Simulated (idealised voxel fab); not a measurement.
Process module, titled voxel lift off
Cross-section cut spans 300 nm and uses square cells 5 nm in size.
We lay out every cross-section as a grid of square cells and spell it out in bands from the top down, where one band means one or more rows of cells.
This entry defines a band. It first specifies the height of the band's top and the height of its bottom in nm, and then specifies the band's materials from left to right, stating each material with its width in nm. The word "throughout" identifies a single material that fills the band from edge to edge, while the word "blank" identifies empty space.
Note: height 0 marks the level under which the wafer is uniformly one material as received. Lowest band unbounded below, written "from 0 down".
You'd read "30..40" like this: the band's top row of cells is as wide as the first number, its bottom row is as wide as the second, and going down, every row changes width by the same amount as the row before did.
Step note "nothing altered" = no cross-section cell changed.
"Fully enclosed voids" specifies each empty space that is not open to the top and that occupies no fewer than 8 cells, using the form width x height at distance, the distance measured from the left edge and all three quantities in nm.
The remark found on a step's line after its settings is issued by the simulator itself and pertains to that step.
overlay nm: step with mask; distance mask lay right of planned place; negative value = left of planned place.
-- plan
- 1: RECEIVE: material Si
- 2: CONFORMAL_DEP: material SiN, thk nm 10
- 3: PATTERN: tone open, mask id LINES, material resist, width nm 25, pitch nm 50, thk nm 20, overlay nm 0
- 4: DIRECTIONAL_DEP: material Ru, thk nm 10
- 5: STRIP: etch materials resist
- 6: CONFORMAL_DEP: material SiN, thk nm 5
-- Of two wafers, the first: run according to plan
-- Wafer as received: cross-section following step 1
  from 0 down | Si throughout
  Fully enclosed voids: none
-- Cross-section of the wafer subsequent to step 2
  from 10 to 0 | SiN throughout
  At heights below 0, the structure remains unaltered.
-- Cross-section of the wafer subsequent to step 3
  from 30 to 10 | 110 nm resist, then 25 nm blank, then 25 nm resist, then 25 nm blank, then 115 nm resist
  At heights below 10, the structure remains unaltered.
-- Cross-section of the wafer subsequent to step 4
  from 40 to 30 | 110 nm Ru, then 25 nm blank, then 25 nm Ru, then 25 nm blank, then 115 nm Ru
  from 30 to 20 | 110 nm resist, then 25 nm blank, then 25 nm resist, then 25 nm blank, then 115 nm resist
  from 20 to 10 | 110 nm resist, then 25 nm Ru, then 25 nm resist, then 25 nm Ru, then 115 nm resist
  At heights below 10, the structure remains unaltered.
-- Cross-section of the wafer subsequent to step 5
  from 20 to 10 | 110 nm blank, then 25 nm Ru, then 25 nm blank, then 25 nm Ru, then 115 nm blank
  At heights below 10, the structure remains unaltered.
-- Cross-section of the wafer subsequent to step 6
  from 25 to 20 | 105 nm blank, then 35 nm SiN, then 15 nm blank, then 35 nm SiN, then 110 nm blank
  from 20 to 15 | 105 nm blank, then 5 nm SiN, then 25 nm Ru, then 5 nm SiN, then 15 nm blank, then 5 nm SiN, then 25 nm Ru, then 5 nm SiN, then 110 nm blank
  from 15 to 10 | 110 nm SiN, then 25 nm Ru, then 25 nm SiN, then 25 nm Ru, then 115 nm SiN
  At heights below 10, the structure remains unaltered.
-- Here the second wafer is described. Its start and its plan were those of the first wafer. Its run contained one mistake. Up to and including step 3, it did exactly what the first wafer did
-- Second wafer cross-section, taken as of the time the plan sets for step 4 to be done
  from 45 to 30 | 110 nm Ru, then 25 nm blank, then 25 nm Ru, then 25 nm blank, then 115 nm Ru
  from 30 to 25 | 110 nm resist, then 25 nm blank, then 25 nm resist, then 25 nm blank, then 115 nm resist
  from 25 to 10 | 110 nm resist, then 25 nm Ru, then 25 nm resist, then 25 nm Ru, then 115 nm resist
  At heights below 10, the structure remains unaltered.
-- Second wafer cross-section, taken as of the time the plan sets for step 5 to be done
  from 25 to 10 | 110 nm blank, then 25 nm Ru, then 25 nm blank, then 25 nm Ru, then 115 nm blank
  At heights below 10, the structure remains unaltered.
-- Second wafer cross-section, taken as of the time the plan sets for step 6 to be done
  from 30 to 25 | 105 nm blank, then 35 nm SiN, then 15 nm blank, then 35 nm SiN, then 110 nm blank
  from 25 to 15 | 105 nm blank, then 5 nm SiN, then 25 nm Ru, then 5 nm SiN, then 15 nm blank, then 5 nm SiN, then 25 nm Ru, then 5 nm SiN, then 110 nm blank
  from 15 to 10 | 110 nm SiN, then 25 nm Ru, then 25 nm SiN, then 25 nm Ru, then 115 nm SiN
  At heights below 10, the structure remains unaltered.
What was the processing mistake? step 4, actual vs plan mismatch, actual run DIRECTIONAL_DEP: material Ru, thk nm 15
Cell-count delta at end, second wafer over first, by material: +10 Ru, +4 SiN
